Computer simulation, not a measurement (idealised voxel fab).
Title: Process Module voxel transistor to metal
The cross-section on display is named cut; it measures 270 nm wide, and its cells are 5 nm squares.
Square cells in a grid make up a cross-section in this document, and the grid is given as bands, listed from the top down, each one or more rows of cells.
Top, bottom (nm), then materials left to right with widths (nm); lone material tagged "everywhere" fills the whole band edge to edge; "empty" = empty space.
Height datum 0, below which the as-received substrate wafer is one material. Lowest band open at the bottom, running downward: "0..down".
Read "30 to 40" as a graded width: first number on top, second number at the bottom, same change between each pair of neighbouring rows.
When a step is marked "no modification", none of the cells in the cross-section changed during that step.
Voids not open to the top, 8 cells minimum: see "Tabulated closed voids". Written width x height at distance; distance is from the left edge; nm.
Past the settings on a step's line: simulator remark, on that step.
The setting "overlay nm" may be written on the line of a step. When the step uses a mask, the value reports how far to the right of the planned place the mask lay, and a negative value reports that it lay to the left.

Planned process steps:
1) RECEIVE: material Si
2) CONFORMAL_DEP: material SiO2, thk nm 5
3) CONFORMAL_DEP: material SiN, thk nm 15
4) PATTERN: tone cover, mask id ACTIVE, material resist, width nm 100, pitch nm 130, thk nm 20, overlay nm 0
5) DIRECTIONAL_ETCH: etch materials SiN, depth nm 15
6) DIRECTIONAL_ETCH: etch materials SiO2, depth nm 5
7) DIRECTIONAL_ETCH: etch materials Si, depth nm 30
8) STRIP: etch materials resist
9) OXIDIZE: depth nm 5
10) FILL_DEP: material SiO2, thk nm 5
11) CMP: height nm 20
12) SELECTIVE_ETCH: etch materials SiO2, depth nm 15
13) STRIP: etch materials SiN
14) SELECTIVE_ETCH: etch materials SiO2, depth nm 5
15) OXIDIZE: depth nm 5
16) DIRECTIONAL_DEP: material polySi, thk nm 25
17) DIRECTIONAL_DEP: material SiCN, thk nm 10
18) MASKED_ETCH: tone cover, mask id GATE, width nm 20, pitch nm 130, etch materials SiCN, depth nm 20, overlay nm 0
19) MASKED_ETCH: tone cover, mask id GATE, width nm 20, pitch nm 130, etch materials polySi, depth nm 35, overlay nm 0
20) CONFORMAL_DEP: material SiO2, thk nm 5
21) DIRECTIONAL_ETCH: etch materials SiO2, depth nm 5
22) CONFORMAL_DEP: material SiN, thk nm 5
23) DIRECTIONAL_ETCH: etch materials SiN, depth nm 5
24) DIRECTIONAL_ETCH: etch materials SiO2, depth nm 5
25) DIRECTIONAL_ETCH: etch materials Si, depth nm 15
26) EPI: material pSi, thk nm 20
27) FILL_DEP: material SiO2, thk nm 5
28) CMP: height nm 35
29) DIRECTIONAL_DEP: material SiO2, thk nm 15
30) MASKED_ETCH: tone open, mask id CONTACT, width nm 15, etch materials SiO2, depth nm 50, overlay nm 0
31) CONFORMAL_DEP: material TiN, thk nm 5
32) FILL_DEP: material Ru, thk nm 10
33) CMP: height nm 50
34) CONFORMAL_DEP: material SiN, thk nm 5
35) DIRECTIONAL_DEP: material lowk, thk nm 15
36) PATTERN: tone open, mask id METAL_1, material resist, width nm 15, thk nm 20, overlay nm 0
37) DIRECTIONAL_ETCH: etch materials lowk, depth nm 15
38) DIRECTIONAL_ETCH: etch materials SiN, depth nm 5
39) STRIP: etch materials resist
40) CONFORMAL_DEP: material TiN, thk nm 5
41) FILL_DEP: material W, thk nm 5
42) CMP: height nm 70
43) EPI: material Ru, thk nm 5
44) FILL_DEP: material SiCN, thk nm 5

Here's what the wafer looked like in cross-section when it arrived - that's after step 1:
0..down: Si everywhere
Tabulated closed voids: none

Cross-section, first of two wafers, end of module, run as planned:
80..75: SiCN everywhere
75..70: SiCN (20), Ru (25), SiCN (50), Ru (25), SiCN (30), Ru (25), SiCN (50), Ru (25), SiCN (20)
70..55: lowk (25), TiN (5), W (5), TiN (5), lowk (60), TiN (5), W (5), TiN (5), lowk (40), TiN (5), W (5), TiN (5), lowk (60), TiN (5), W (5), TiN (5), lowk (25)
55..50: SiN (25), TiN (15), SiN (60), TiN (15), SiN (40), TiN (15), SiN (60), TiN (15), SiN (25)
50..35: SiO2 (25), TiN (5), Ru (5), TiN (5), SiO2 (60), TiN (5), Ru (5), TiN (5), SiO2 (40), TiN (5), Ru (5), TiN (5), SiO2 (60), TiN (5), Ru (5), TiN (5), SiO2 (25)
35..25: SiO2 (25), TiN (5), Ru (5), TiN (5), SiO2 (10), SiN (5), SiO2 (5), SiCN (20), SiO2 (5), SiN (5), SiO2 (10), TiN (5), Ru (5), TiN (5), SiO2 (40), TiN (5), Ru (5), TiN (5), SiO2 (10), SiN (5), SiO2 (5), SiCN (20), SiO2 (5), SiN (5), SiO2 (10), TiN (5), Ru (5), TiN (5), SiO2 (25)
25..20: SiO2 (25), TiN (5), Ru (5), TiN (5), SiO2 (10), SiN (5), SiO2 (5), polySi (20), SiO2 (5), SiN (5), SiO2 (10), TiN (5), Ru (5), TiN (5), SiO2 (40), TiN (5), Ru (5), TiN (5), SiO2 (10), SiN (5), SiO2 (5), polySi (20), SiO2 (5), SiN (5), SiO2 (10), TiN (5), Ru (5), TiN (5), SiO2 (25)
20..15: SiO2 (25), TiN (15), SiO2 (10), SiN (5), SiO2 (5), polySi (20), SiO2 (5), SiN (5), SiO2 (10), TiN (15), SiO2 (40), TiN (15), SiO2 (10), SiN (5), SiO2 (5), polySi (20), SiO2 (5), SiN (5), SiO2 (10), TiN (15), SiO2 (25)
15..0: SiO2 (25), TiN (5), pSi (20), SiN (5), SiO2 (5), polySi (20), SiO2 (5), SiN (5), pSi (20), TiN (5), SiO2 (40), TiN (5), pSi (20), SiN (5), SiO2 (5), polySi (20), SiO2 (5), SiN (5), pSi (20), TiN (5), SiO2 (25)
0..-5: SiO2 (20), pSi (30), SiO2 (40), pSi (30), SiO2 (30), pSi (30), SiO2 (40), pSi (30), SiO2 (20)
-5..-20: SiO2 (25), pSi (25), Si (40), pSi (25), SiO2 (40), pSi (25), Si (40), pSi (25), SiO2 (25)
-20..-35: SiO2 (25), Si (90), SiO2 (40), Si (90), SiO2 (25)
-35..down: Si everywhere
Tabulated closed voids: none

Cross-section, wafer two of two, end of module: same start and plan as wafer one, one error in execution:
80..75: SiCN everywhere
75..70: SiCN (20), Ru (25), SiCN (50), Ru (25), SiCN (30), Ru (25), SiCN (50), Ru (25), SiCN (20)
70..55: lowk (25), TiN (5), W (5), TiN (5), lowk (60), TiN (5), W (5), TiN (5), lowk (40), TiN (5), W (5), TiN (5), lowk (60), TiN (5), W (5), TiN (5), lowk (25)
55..50: SiN (25), TiN (15), SiN (60), TiN (15), SiN (40), TiN (15), SiN (60), TiN (15), SiN (25)
50..35: SiO2 (25), TiN (5), Ru (5), TiN (5), SiO2 (60), TiN (5), Ru (5), TiN (5), SiO2 (40), TiN (5), Ru (5), TiN (5), SiO2 (60), TiN (5), Ru (5), TiN (5), SiO2 (25)
35..25: SiO2 (25), TiN (5), Ru (5), TiN (5), SiO2 (20), SiCN (20), SiO2 (20), TiN (5), Ru (5), TiN (5), SiO2 (40), TiN (5), Ru (5), TiN (5), SiO2 (20), SiCN (20), SiO2 (20), TiN (5), Ru (5), TiN (5), SiO2 (25)
25..20: SiO2 (25), TiN (5), Ru (5), TiN (5), SiO2 (10), SiN (5), SiO2 (5), polySi (20), SiO2 (5), SiN (5), SiO2 (10), TiN (5), Ru (5), TiN (5), SiO2 (40), TiN (5), Ru (5), TiN (5), SiO2 (10), SiN (5), SiO2 (5), polySi (20), SiO2 (5), SiN (5), SiO2 (10), TiN (5), Ru (5), TiN (5), SiO2 (25)
20..15: SiO2 (25), TiN (15), SiO2 (10), SiN (5), SiO2 (5), polySi (20), SiO2 (5), SiN (5), SiO2 (10), TiN (15), SiO2 (40), TiN (15), SiO2 (10), SiN (5), SiO2 (5), polySi (20), SiO2 (5), SiN (5), SiO2 (10), TiN (15), SiO2 (25)
15..0: SiO2 (25), TiN (5), pSi (20), SiN (5), SiO2 (5), polySi (20), SiO2 (5), SiN (5), pSi (20), TiN (5), SiO2 (40), TiN (5), pSi (20), SiN (5), SiO2 (5), polySi (20), SiO2 (5), SiN (5), pSi (20), TiN (5), SiO2 (25)
0..-5: SiO2 (20), pSi (30), SiO2 (40), pSi (30), SiO2 (30), pSi (30), SiO2 (40), pSi (30), SiO2 (20)
-5..-20: SiO2 (25), pSi (25), Si (40), pSi (25), SiO2 (40), pSi (25), Si (40), pSi (25), SiO2 (25)
-20..-35: SiO2 (25), Si (90), SiO2 (40), Si (90), SiO2 (25)
-35..down: Si everywhere
Tabulated closed voids: none
In executing the process, a mistake was made relative to the plan: contrary to plan, step 23 was performed as DIRECTIONAL_ETCH: etch materials SiN, depth nm 15
Heads up, by the end the second wafer has more or fewer cells of some materials compared to the first: -8 SiN; +8 SiO2
